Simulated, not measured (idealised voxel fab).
Process module, titled voxel self aligned vias
FYI the section here is cut, 175 nm wide, cells are 5 nm squares.
If you're reading a cross-section in this doc, picture square cells in a grid; it comes to you as bands, top ones listed first down to the bottom, and a band can be one or more rows of cells.
The band entry comprises the height of the band's top followed by the height of its bottom, expressed in nm, and subsequently the band's materials from left to right, each stated together with its width in nm. Where a single material is marked with the word "edge to edge", that material fills the band from edge to edge. The word "air" represents empty space.
Basically, 0 is our baseline, since under it the wafer straight out of the box is all one material. The bottom band has no lower end and keeps on going down, so it looks like "z 0 and below".
A width such as "30..40" changes by the same amount from each row of cells to the next, from the band's top row to its bottom row.
"identical to before" after a step means that no cell of the cross-section changed.
For the entry "Voids, enclosed", the listed items are empty spaces with no open way to the top whose size is 8 cells or more; each item follows the pattern width x height at distance, where distance is from the left edge and all three are in nm.
Note: text after step settings on the step line = simulator remark on that step.
Regarding "overlay nm": on a step with a mask, it is the distance the mask lay to the right of its planned place; a negative value places it to the left.
Here's what the planned process steps look like
1) RECEIVE: material Si
2) CONFORMAL_DEP: material SiO2, thk nm 10
3) CONFORMAL_DEP: material SiCN, thk nm 5
4) DIRECTIONAL_DEP: material lowk, thk nm 25
5) MASKED_ETCH: tone open, mask id LINES, width nm 30, pitch nm 75, etch materials lowk, depth nm 25, overlay nm 0
6) CONFORMAL_DEP: material TiN, thk nm 5
7) FILL_DEP: material Ru, thk nm 10
8) CMP: height nm 40
9) SELECTIVE_ETCH: etch materials W Ru TiN, depth nm 10
10) FILL_DEP: material SiN, thk nm 10
11) CMP: height nm 40
12) DIRECTIONAL_DEP: material lowk, thk nm 20
13) MASKED_ETCH: tone open, mask id VIAS, width nm 50, etch materials lowk, depth nm 20, overlay nm 0
14) MASKED_ETCH: tone open, mask id VIAS, width nm 50, etch materials SiN, depth nm 10, overlay nm 0
15) CONFORMAL_DEP: material TiN, thk nm 5
16) FILL_DEP: material Cu, thk nm 5
17) CMP: height nm 50
18) CONFORMAL_DEP: material SiN, thk nm 5
varied across the wafers: height nm of step 17. The plan shows the first wafer's value. All wafers start alike
Cross-section, first of several wafers, as delivered after step 1
	z 0 and below: Si edge to edge
	Voids, enclosed: none
Table: wafers, a row each; end-of-module cell change per material since receipt, gain (+), loss (-); then closed voids
height nm 50; +16 Cu; +16 Ru; +35 SiCN; +47 SiN; +70 SiO2; +36 TiN; +165 lowk; Voids, enclosed: none
height nm 55; +24 Cu; +16 Ru; +35 SiCN; +47 SiN; +70 SiO2; +38 TiN; +190 lowk; Voids, enclosed: none
height nm 60; +32 Cu; +16 Ru; +35 SiCN; +47 SiN; +70 SiO2; +40 TiN; +215 lowk; Voids, enclosed: none
height nm 65; +40 Cu; +16 Ru; +35 SiCN; +47 SiN; +70 SiO2; +67 TiN; +215 lowk; Voids, enclosed: none
height nm 70; +75 Cu; +16 Ru; +35 SiCN; +47 SiN; +70 SiO2; +67 TiN; +215 lowk; Voids, enclosed: none
